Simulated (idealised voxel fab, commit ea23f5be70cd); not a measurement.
Process module name: voxel spacer lines
This is section cut - it's 160 nm across, gridded in 5 nm square cells.
This document writes a cross-section as a grid whose cells are square, and gives it as bands, listed from the top down; one or more rows of cells form a band.
Band entry format. Leading values: height of top, height of bottom, nm. Remainder: materials in left-to-right order, each with its width in nm. Special words: "everywhere" on a single material, which then fills the band edge to edge; "air", empty space.
Where do heights start? At 0: under that level the wafer as delivered is made of one material only. And the lowest band has no floor; it just carries on downward, as in "0 nm and below".
When a width is written as two numbers, as in "30->40", the first number is the width in the top row of cells of the band and the second is the width in its bottom row, and the width changes by the same amount from each row to the next.
"no alterations made", as given for a step, is the statement that not any cell of the cross-section underwent a change during that step.
You'll see "Voids, sealed" listing empty spaces that have no way open to the top, as long as they're 8 cells or more; the notation is width x height at distance, where the distance is from the left edge, and all of it is in nm.
What comes after the settings on a step's line is commentary from the simulator itself on that step.
A step line may carry the setting "overlay nm", which, for steps involving a mask, states the distance by which the mask lay to the right of its intended position; negative values denote displacement to the left.

-- Planned step list for the process
- 1: RECEIVE (material Si)
- 2: CONFORMAL_DEP (material Al2O3; thk nm 5)
- 3: DIRECTIONAL_DEP (material W; thk nm 15)
- 4: DIRECTIONAL_DEP (material aC; thk nm 20)
- 5: PATTERN (tone cover; mask id MANDREL; material resist; width nm 20; pitch nm 60; thk nm 25; overlay nm 0)
- 6: DIRECTIONAL_ETCH (etch materials aC; depth nm 20)
- 7: STRIP (etch materials resist)
- 8: CONFORMAL_DEP (material SiO2; thk nm 10)
- 9: DIRECTIONAL_ETCH (etch materials SiO2; depth nm 10)
- 10: STRIP (etch materials aC)
- 11: DIRECTIONAL_ETCH (etch materials W; depth nm 15)
- 12: STRIP (etch materials SiO2)

-- Wafer at receipt (post step 1), cross-section
- 0 nm and below | Si everywhere
- Voids, sealed: none

-- Cross-section, first of two wafers, end of module, run as planned
- 20 nm to 5 nm | air: 30; W: 10; air: 20; W: 10; air: 20; W: 10; air: 20; W: 10; air: 30
- 5 nm to 0 nm | Al2O3 everywhere
- 0 nm and below | Si everywhere
- Voids, sealed: none

-- Cross-section of the latter of the two wafers at module completion. It had an identical start and an identical plan to the former; in running it, one mistake was made
- 30 nm to 15 nm | air: 30; W: 10; air: 20; W: 10; air: 20; W: 10; air: 20; W: 10; air: 30
- 15 nm to 0 nm | Al2O3 everywhere
- 0 nm and below | Si everywhere
- Voids, sealed: none
What went wrong in running the wafer? so step 2 ended up running with a different setting than we planned, it ran as CONFORMAL_DEP (material Al2O3; thk nm 15)
Final difference in cells, second wafer against first, listed per material as more or fewer: +64 Al2O3
